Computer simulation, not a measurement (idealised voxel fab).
This section sets out a process module, namely voxel released beams.
The width of the displayed cross-section, cut, is 225 nm; its cells are square, with a size of 5 nm.
Cross-section, as written here: a square-cell grid given band by band from the top down, where a band holds one or more rows of cells. First you get the band's top height and its bottom height, in nm, and then the materials it's made of, left to right, with each width in nm. If you see a single material with "throughout", that one covers the band edge to edge. "blank" is empty space. Convention: height 0 is the level below which the wafer, as received, is all one material. The lowest band does not terminate at the bottom but continues downward, represented as "0 down". Per-row width for "30 to 40": begins at first number (top row of band), ends at second number (bottom row), increment between rows held constant. Step marked "remained the same"? Then no cell in the cross-section changed in it. In "Trapped cavities" the enclosed voids are listed, meaning empty spaces of 8 cells or larger without any opening to the top. The form is width x height at distance, distance from the left edge, units nm. Anything after a step's settings on that line? It's the simulator's own note about the step. On any step carrying a mask, the "overlay nm" setting, if present on the step's line, tells how far right of its planned place the mask lay; negative values point to the left.

**This section lists the process steps that were planned**
| 1 | RECEIVE, material Si |
| 2 | CONFORMAL_DEP, material Al2O3, thk nm 5 |
| 3 | DIRECTIONAL_DEP, material SiO2, thk nm 15 |
| 4 | MASKED_ETCH, tone open, mask id ANCHOR, width nm 35, etch materials SiO2, depth nm 15, overlay nm 0 |
| 5 | CONFORMAL_DEP, material SiN, thk nm 10 |
| 6 | MASKED_ETCH, tone cover, mask id BEAM, width nm 100, etch materials SiN, depth nm 10, overlay nm 0 |
| 7 | STRIP, etch materials SiO2 |

**Cross-section of the wafer upon arrival, representing the state reached after step 1**
0 down  Si throughout
Trapped cavities: none

**Cross-section, end of module. Start: as above. Plan: as above. Execution: one mistake**
30 to 20  blank: 60 | SiN: 50 | blank: 115
20 to 15  blank: 55 | SiN: 10 | SiO2: 35 | SiN: 10 | blank: 115
15 to 5  blank: 55 | SiN: 10 | SiO2: 35 | SiN: 60 | blank: 65
5 to 0  Al2O3 throughout
0 down  Si throughout
Trapped cavities: none
Misprocessing identified: for step 4, the planned setting was not used; the step was instead run as MASKED_ETCH, tone cover, mask id ANCHOR, width nm 35, etch materials SiO2, depth nm 15, overlay nm 0
